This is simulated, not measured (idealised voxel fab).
Proc. module: voxel self aligned contacts
Cross-sectional view cut (width: 280 nm; square cell size: 5 nm).
We lay out every cross-section as a grid of square cells and spell it out in bands from the top down, where one band means one or more rows of cells.
Within each band entry, the heights of the top and of the bottom of the band appear first, in that order and in nm; the materials of the band then follow from left to right, each with its corresponding width in nm. The designation "everywhere" on a single material indicates that it fills the band from edge to edge; the designation "empty" indicates empty space.
It should be noted that heights are counted from 0, beneath which the wafer as supplied is of one material throughout, and that the lowest band possesses no lower boundary but continues downward, as written in "0 down".
The expression "30..40" gives the width at the extremes of the band, the first number at its top row of cells and the second at its bottom row, with the width changing by equal amounts from each row to the next in between.
Where a step carries "no modifications", the cross-section came out of it unchanged, cell for cell.
Listed in "Closed void inventory": every empty space of 8 or more cells without an open way to the top. Form: width x height at distance, the distance being from the left edge, all in nm.
Anything after a step's settings on that line? It's the simulator's own note about the step.
A step line may carry the setting "overlay nm", which, for steps involving a mask, states the distance by which the mask lay to the right of its intended position; negative values denote displacement to the left.
plan
| 1 | RECEIVE,material Si |
| 2 | OXIDIZE,depth nm 5 |
| 3 | DIRECTIONAL_DEP,material polySi,thk nm 25 |
| 4 | DIRECTIONAL_DEP,material SiN,thk nm 20 |
| 5 | MASKED_ETCH,tone cover,mask id GATE,width nm 30,pitch nm 65,etch materials SiN,depth nm 20,overlay nm 0 |
| 6 | MASKED_ETCH,tone cover,mask id GATE,width nm 30,pitch nm 65,etch materials polySi,depth nm 25,overlay nm 0 |
| 7 | CONFORMAL_DEP,material SiN,thk nm 10 |
| 8 | DIRECTIONAL_ETCH,etch materials SiN,depth nm 10 |
| 9 | FILL_DEP,material SiO2,thk nm 10 |
| 10 | CMP,height nm 50 |
| 11 | PATTERN,tone open,mask id CONTACT,material resist,width nm 45,pitch nm 65,thk nm 15,overlay nm 0 |
| 12 | DIRECTIONAL_ETCH,etch materials SiO2,depth nm 55 |
| 13 | STRIP,etch materials resist |
| 14 | CONFORMAL_DEP,material TiN,thk nm 5 |
| 15 | FILL_DEP,material W,thk nm 5 |
| 16 | CMP,height nm 50 |
| 17 | CONFORMAL_DEP,material SiCN,thk nm 5 |
Run as planned: first of two wafers
Cross-section of the wafer at receipt, which is the condition after step 1
	0 down | Si everywhere
	Closed void inventory: none
State of the wafer after step 2, shown in cross-section
	0 to -5 | SiO2 everywhere
	Everything under -5 stays put, no change at all.
State of the wafer after step 3, shown in cross-section
	25 to 0 | polySi everywhere
	Everything under 0 stays put, no change at all.
State of the wafer after step 4, shown in cross-section
	45 to 25 | SiN everywhere
	Everything under 25 stays put, no change at all.
State of the wafer after step 5, shown in cross-section
	45 to 25 | 60 of empty | 30 of SiN | 35 of empty | 30 of SiN | 35 of empty | 30 of SiN | 60 of empty
	Everything under 25 stays put, no change at all.
State of the wafer after step 6, shown in cross-section
	45 to 25 | 60 of empty | 30 of SiN | 35 of empty | 30 of SiN | 35 of empty | 30 of SiN | 60 of empty
	25 to 0 | 60 of empty | 30 of polySi | 35 of empty | 30 of polySi | 35 of empty | 30 of polySi | 60 of empty
	Everything under 0 stays put, no change at all.
State of the wafer after step 7, shown in cross-section
	55 to 25 | 50 of empty | 50 of SiN | 15 of empty | 50 of SiN | 15 of empty | 50 of SiN | 50 of empty
	25 to 10 | 50 of empty | 10 of SiN | 30 of polySi | 10 of SiN | 15 of empty | 10 of SiN | 30 of polySi | 10 of SiN | 15 of empty | 10 of SiN | 30 of polySi | 10 of SiN | 50 of empty
	10 to 0 | 60 of SiN | 30 of polySi | 35 of SiN | 30 of polySi | 35 of SiN | 30 of polySi | 60 of SiN
	Everything under 0 stays put, no change at all.
State of the wafer after step 8, shown in cross-section
	45 to 25 | 50 of empty | 50 of SiN | 15 of empty | 50 of SiN | 15 of empty | 50 of SiN | 50 of empty
	25 to 0 | 50 of empty | 10 of SiN | 30 of polySi | 10 of SiN | 15 of empty | 10 of SiN | 30 of polySi | 10 of SiN | 15 of empty | 10 of SiN | 30 of polySi | 10 of SiN | 50 of empty
	Everything under 0 stays put, no change at all.
State of the wafer after step 9, shown in cross-section
	55 to 45 | SiO2 everywhere
	45 to 25 | 50 of SiO2 | 50 of SiN | 15 of SiO2 | 50 of SiN | 15 of SiO2 | 50 of SiN | 50 of SiO2
	25 to 0 | 50 of SiO2 | 10 of SiN | 30 of polySi | 10 of SiN | 15 of SiO2 | 10 of SiN | 30 of polySi | 10 of SiN | 15 of SiO2 | 10 of SiN | 30 of polySi | 10 of SiN | 50 of SiO2
	Everything under 0 stays put, no change at all.
State of the wafer after step 10, shown in cross-section
	50 to 45 | SiO2 everywhere
	Everything under 45 stays put, no change at all.
State of the wafer after step 11, shown in cross-section
	65 to 50 | 85 of resist | 45 of empty | 20 of resist | 45 of empty | 85 of resist
	Everything under 50 stays put, no change at all.
State of the wafer after step 12, shown in cross-section
	65 to 50 | 85 of resist | 45 of empty | 20 of resist | 45 of empty | 85 of resist
	50 to 45 | 85 of SiO2 | 45 of empty | 20 of SiO2 | 45 of empty | 85 of SiO2
	45 to 25 | 50 of SiO2 | 50 of SiN | 15 of empty | 50 of SiN | 15 of empty | 50 of SiN | 50 of SiO2
	25 to 0 | 50 of SiO2 | 10 of SiN | 30 of polySi | 10 of SiN | 15 of empty | 10 of SiN | 30 of polySi | 10 of SiN | 15 of empty | 10 of SiN | 30 of polySi | 10 of SiN | 50 of SiO2
	0 to -5 | 100 of SiO2 | 15 of empty | 50 of SiO2 | 15 of empty | 100 of SiO2
	Everything under -5 stays put, no change at all.
State of the wafer after step 13, shown in cross-section
	50 to 45 | 85 of SiO2 | 45 of empty | 20 of SiO2 | 45 of empty | 85 of SiO2
	Everything under 45 stays put, no change at all.
State of the wafer after step 14, shown in cross-section
	55 to 50 | 90 of TiN | 35 of empty | 30 of TiN | 35 of empty | 90 of TiN
	50 to 45 | 85 of SiO2 | 20 of TiN | 5 of empty | 20 of TiN | 20 of SiO2 | 20 of TiN | 5 of empty | 20 of TiN | 85 of SiO2
	45 to 25 | 50 of SiO2 | 50 of SiN | 5 of TiN | 5 of empty | 5 of TiN | 50 of SiN | 5 of TiN | 5 of empty | 5 of TiN | 50 of SiN | 50 of SiO2
	25 to 0 | 50 of SiO2 | 10 of SiN | 30 of polySi | 10 of SiN | 5 of TiN | 5 of empty | 5 of TiN | 10 of SiN | 30 of polySi | 10 of SiN | 5 of TiN | 5 of empty | 5 of TiN | 10 of SiN | 30 of polySi | 10 of SiN | 50 of SiO2
	0 to -5 | 100 of SiO2 | 15 of TiN | 50 of SiO2 | 15 of TiN | 100 of SiO2
	Everything under -5 stays put, no change at all.
State of the wafer after step 15, shown in cross-section
	60 to 55 | W everywhere
	55 to 50 | 90 of TiN | 35 of W | 30 of TiN | 35 of W | 90 of TiN
	50 to 45 | 85 of SiO2 | 20 of TiN | 5 of W | 20 of TiN | 20 of SiO2 | 20 of TiN | 5 of W | 20 of TiN | 85 of SiO2
	45 to 25 | 50 of SiO2 | 50 of SiN | 5 of TiN | 5 of W | 5 of TiN | 50 of SiN | 5 of TiN | 5 of W | 5 of TiN | 50 of SiN | 50 of SiO2
	25 to 0 | 50 of SiO2 | 10 of SiN | 30 of polySi | 10 of SiN | 5 of TiN | 5 of W | 5 of TiN | 10 of SiN | 30 of polySi | 10 of SiN | 5 of TiN | 5 of W | 5 of TiN | 10 of SiN | 30 of polySi | 10 of SiN | 50 of SiO2
	Everything under 0 stays put, no change at all.
State of the wafer after step 16, shown in cross-section
	50 to 45 | 85 of SiO2 | 20 of TiN | 5 of W | 20 of TiN | 20 of SiO2 | 20 of TiN | 5 of W | 20 of TiN | 85 of SiO2
	Everything under 45 stays put, no change at all.
State of the wafer after step 17, shown in cross-section
	55 to 50 | SiCN everywhere
	Everything under 50 stays put, no change at all.
Here the second wafer is described. Its start and its plan were those of the first wafer. Its run contained one mistake. Up to and including step 4, it did exactly what the first wafer did
Cross-section of the second wafer when, according to plan, step 5 should have finished
	45 to 25 | 60 of empty | 35 of SiN | 30 of empty | 35 of SiN | 30 of empty | 35 of SiN | 55 of empty
	Everything under 25 stays put, no change at all.
Cross-section of the second wafer when, according to plan, step 6 should have finished
	45 to 25 | 60 of empty | 35 of SiN | 30 of empty | 35 of SiN | 30 of empty | 35 of SiN | 55 of empty
	25 to 0 | 60 of empty | 35 of polySi | 30 of empty | 35 of polySi | 30 of empty | 35 of polySi | 55 of empty
	Everything under 0 stays put, no change at all.
Cross-section of the second wafer when, according to plan, step 7 should have finished
	55 to 25 | 50 of empty | 55 of SiN | 10 of empty | 55 of SiN | 10 of empty | 55 of SiN | 45 of empty
	25 to 10 | 50 of empty | 10 of SiN | 35 of polySi | 10 of SiN | 10 of empty | 10 of SiN | 35 of polySi | 10 of SiN | 10 of empty | 10 of SiN | 35 of polySi | 10 of SiN | 45 of empty
	10 to 0 | 60 of SiN | 35 of polySi | 30 of SiN | 35 of polySi | 30 of SiN | 35 of polySi | 55 of SiN
	Everything under 0 stays put, no change at all.
Cross-section of the second wafer when, according to plan, step 8 should have finished
	45 to 25 | 50 of empty | 55 of SiN | 10 of empty | 55 of SiN | 10 of empty | 55 of SiN | 45 of empty
	25 to 0 | 50 of empty | 10 of SiN | 35 of polySi | 10 of SiN | 10 of empty | 10 of SiN | 35 of polySi | 10 of SiN | 10 of empty | 10 of SiN | 35 of polySi | 10 of SiN | 45 of empty
	Everything under 0 stays put, no change at all.
Cross-section of the second wafer when, according to plan, step 9 should have finished
	55 to 45 | SiO2 everywhere
	45 to 25 | 50 of SiO2 | 55 of SiN | 10 of SiO2 | 55 of SiN | 10 of SiO2 | 55 of SiN | 45 of SiO2
	25 to 0 | 50 of SiO2 | 10 of SiN | 35 of polySi | 10 of SiN | 10 of SiO2 | 10 of SiN | 35 of polySi | 10 of SiN | 10 of SiO2 | 10 of SiN | 35 of polySi | 10 of SiN | 45 of SiO2
	Everything under 0 stays put, no change at all.
Cross-section of the second wafer when, according to plan, step 10 should have finished
	50 to 45 | SiO2 everywhere
	Everything under 45 stays put, no change at all.
Cross-section of the second wafer when, according to plan, step 11 should have finished
	65 to 50 | 85 of resist | 45 of empty | 20 of resist | 45 of empty | 85 of resist
	Everything under 50 stays put, no change at all.
Cross-section of the second wafer when, according to plan, step 12 should have finished
	65 to 50 | 85 of resist | 45 of empty | 20 of resist | 45 of empty | 85 of resist
	50 to 45 | 85 of SiO2 | 45 of empty | 20 of SiO2 | 45 of empty | 85 of SiO2
	45 to 25 | 50 of SiO2 | 55 of SiN | 10 of empty | 55 of SiN | 10 of empty | 55 of SiN | 45 of SiO2
	25 to 0 | 50 of SiO2 | 10 of SiN | 35 of polySi | 10 of SiN | 10 of empty | 10 of SiN | 35 of polySi | 10 of SiN | 10 of empty | 10 of SiN | 35 of polySi | 10 of SiN | 45 of SiO2
	0 to -5 | 105 of SiO2 | 10 of empty | 55 of SiO2 | 10 of empty | 100 of SiO2
	Everything under -5 stays put, no change at all.
Cross-section of the second wafer when, according to plan, step 13 should have finished
	50 to 45 | 85 of SiO2 | 45 of empty | 20 of SiO2 | 45 of empty | 85 of SiO2
	Everything under 45 stays put, no change at all.
Cross-section of the second wafer when, according to plan, step 14 should have finished
	55 to 50 | 90 of TiN | 35 of empty | 30 of TiN | 35 of empty | 90 of TiN
	50 to 45 | 85 of SiO2 | 45 of TiN | 20 of SiO2 | 45 of TiN | 85 of SiO2
	45 to 25 | 50 of SiO2 | 55 of SiN | 10 of TiN | 55 of SiN | 10 of TiN | 55 of SiN | 45 of SiO2
	25 to 0 | 50 of SiO2 | 10 of SiN | 35 of polySi | 10 of SiN | 10 of TiN | 10 of SiN | 35 of polySi | 10 of SiN | 10 of TiN | 10 of SiN | 35 of polySi | 10 of SiN | 45 of SiO2
	0 to -5 | 105 of SiO2 | 10 of TiN | 55 of SiO2 | 10 of TiN | 100 of SiO2
	Everything under -5 stays put, no change at all.
Cross-section of the second wafer when, according to plan, step 15 should have finished
	60 to 55 | W everywhere
	55 to 50 | 90 of TiN | 35 of W | 30 of TiN | 35 of W | 90 of TiN
	Everything under 50 stays put, no change at all.
Cross-section of the second wafer when, according to plan, step 16 should have finished
	50 to 45 | 85 of SiO2 | 45 of TiN | 20 of SiO2 | 45 of TiN | 85 of SiO2
	Everything under 45 stays put, no change at all.
Cross-section of the second wafer when, according to plan, step 17 should have finished
	55 to 50 | SiCN everywhere
	Everything under 50 stays put, no change at all.
Run error: for step 5, the planned setting was not used; the step was instead run as MASKED_ETCH,tone cover,mask id GATE,width nm 35,pitch nm 65,etch materials SiN,depth nm 20,overlay nm 0
Wrapping up, a cell-based count of both wafers puts the second over or under the first for these materials: SiN +12; SiO2 -7; W -20; polySi +15
